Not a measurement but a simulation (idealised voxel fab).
process module | voxel capacitor over wiring
cross-section cut | 205 nm wide | cells 5 nm
A cross-section is a grid of square cells, given in bands from the top down. A band is one or more rows of cells.
Each band's line starts with the height of the band's top and of its bottom, in nm. Then come its materials from left to right, each with its width in nm. One material with "throughout" fills the band from edge to edge. "air" is empty space.
Height 0 is the level under which the wafer as received is all one material. The lowest band goes on downwards, as in "0 down".
A width such as "30 to 40" changes by the same amount from each row of cells to the next, from the band's top row to its bottom row.
"no change" after a step means that no cell of the cross-section changed.
closed voids: empty space of 8 cells or more with no open way to the top, each as width x height at its distance from the left edge, in nm
after a step's settings: what the simulator itself notes on the step
overlay nm, on a step with a mask: how far to the right of its planned place the mask lay; to the left if negative
plan
1 op RECEIVE | material Si
2 op CONFORMAL_DEP | material SiO2 | thk nm 10
3 op CONFORMAL_DEP | material SiCN | thk nm 5
4 op DIRECTIONAL_DEP | material lowk | thk nm 15
5 op PATTERN | tone open | mask id METAL_1 | material resist | width nm 25 | pitch nm 95 | thk nm 15 | overlay nm 0
6 op DIRECTIONAL_ETCH | etch materials lowk | depth nm 15
7 op DIRECTIONAL_ETCH | etch materials SiCN | depth nm 5
8 op STRIP | etch materials resist
9 op CONFORMAL_DEP | material TiN | thk nm 5
10 op FILL_DEP | material Cu | thk nm 5
11 op CMP | height nm 30
12 op EPI | material Ru | thk nm 5
13 op FILL_DEP | material SiCN | thk nm 5
14 op DIRECTIONAL_DEP | material lowk | thk nm 15
15 op DIRECTIONAL_DEP | material aC | thk nm 15
16 op PATTERN | tone open | mask id PLUG_1 | material resist | width nm 15 | thk nm 35 | overlay nm 0
17 op DIRECTIONAL_ETCH | etch materials aC | depth nm 15
18 op STRIP | etch materials resist
19 op DIRECTIONAL_ETCH | etch materials lowk | depth nm 15
20 op DIRECTIONAL_ETCH | etch materials SiCN | depth nm 5
21 op STRIP | etch materials aC
22 op EPI | material Ru | thk nm 10
23 op EPI | material Ru | thk nm 10
24 op DIRECTIONAL_DEP | material TiN | thk nm 10
25 op DIRECTIONAL_DEP | material Al2O3 | thk nm 5
26 op DIRECTIONAL_DEP | material TiN | thk nm 5
27 op MASKED_ETCH | tone cover | mask id UPPER_PLATE | width nm 75 | etch materials TiN | depth nm 5 | overlay nm 0
28 op MASKED_ETCH | tone cover | mask id UPPER_PLATE | width nm 75 | etch materials Al2O3 | depth nm 5 | overlay nm 0
29 op PATTERN | tone cover | mask id LOWER_PLATE | material resist | width nm 85 | thk nm 20 | overlay nm 0
30 op DIRECTIONAL_ETCH | etch materials TiN | depth nm 10
31 op STRIP | etch materials resist
32 op FILL_DEP | material SiO2 | thk nm 20
33 op CMP | height nm 90
34 op DIRECTIONAL_DEP | material aC | thk nm 10
35 op PATTERN | tone open | mask id PLUG_2 | material resist | width nm 15 | thk nm 30 | overlay nm 0
36 op DIRECTIONAL_ETCH | etch materials aC | depth nm 10
37 op STRIP | etch materials resist
38 op DIRECTIONAL_ETCH | etch materials SiO2 | depth nm 15
39 op STRIP | etch materials aC
40 op CONFORMAL_DEP | material TiN | thk nm 5
41 op FILL_DEP | material Ru | thk nm 5
42 op CMP | height nm 90
43 op CONFORMAL_DEP | material SiN | thk nm 5
as received, after step 1
  0 down: Si throughout
  closed voids: none
first wafer at the end, as planned
  95 to 90: SiN throughout
  90 to 80: SiO2 60 | TiN 5 | Ru 5 | TiN 5 | SiO2 130
  80 to 70: SiO2 60 to 50 | TiN 15 to 75 | SiO2 130 to 80
  70 to 65: SiO2 50 | Al2O3 75 | SiO2 80
  65 to 55: SiO2 45 | TiN 85 | SiO2 75
  55 to 40: lowk 50 | Ru 15 | lowk 140
  40 to 35: SiCN 50 | Ru 15 | SiCN 140
  35 to 30: SiCN 35 | Ru 35 | SiCN 60 | Ru 35 | SiCN 40
  30 to 15: lowk 40 | TiN 5 | Cu 15 | TiN 5 | lowk 70 | TiN 5 | Cu 15 | TiN 5 | lowk 45
  15 to 10: SiCN 40 | TiN 25 | SiCN 70 | TiN 25 | SiCN 45
  10 to 0: SiO2 throughout
  0 down: Si throughout
  closed voids: none
second wafer at the end: like start, like plan, one mistake
  95 to 90: SiN throughout
  90 to 80: SiO2 60 | TiN 5 | Ru 5 | TiN 5 | SiO2 130
  80 to 70: SiO2 60 to 50 | TiN 15 to 75 | SiO2 130 to 80
  70 to 65: SiO2 50 | Al2O3 75 | SiO2 80
  65 to 55: SiO2 45 | TiN 85 | SiO2 75
  55 to 40: lowk 50 | Ru 15 | lowk 140
  40 to 35: SiCN 50 | Ru 15 | SiCN 140
  35 to 30: SiCN 35 | Ru 35 | SiCN 60 | Ru 35 | SiCN 40
  30 to 15: lowk 40 | TiN 5 | Cu 15 | TiN 5 | lowk 70 | TiN 5 | Cu 15 | TiN 5 | lowk 45
  15 to 10: SiCN 40 | TiN 25 | SiCN 70 | TiN 25 | SiCN 45
  10 to 0: SiCN throughout
  0 down: Si throughout
  closed voids: none
what went wrong: step 2 ran as: op CONFORMAL_DEP | material SiCN | thk nm 10
at the end the second wafer has, in cells: 82 more of SiCN | 82 fewer of SiO2
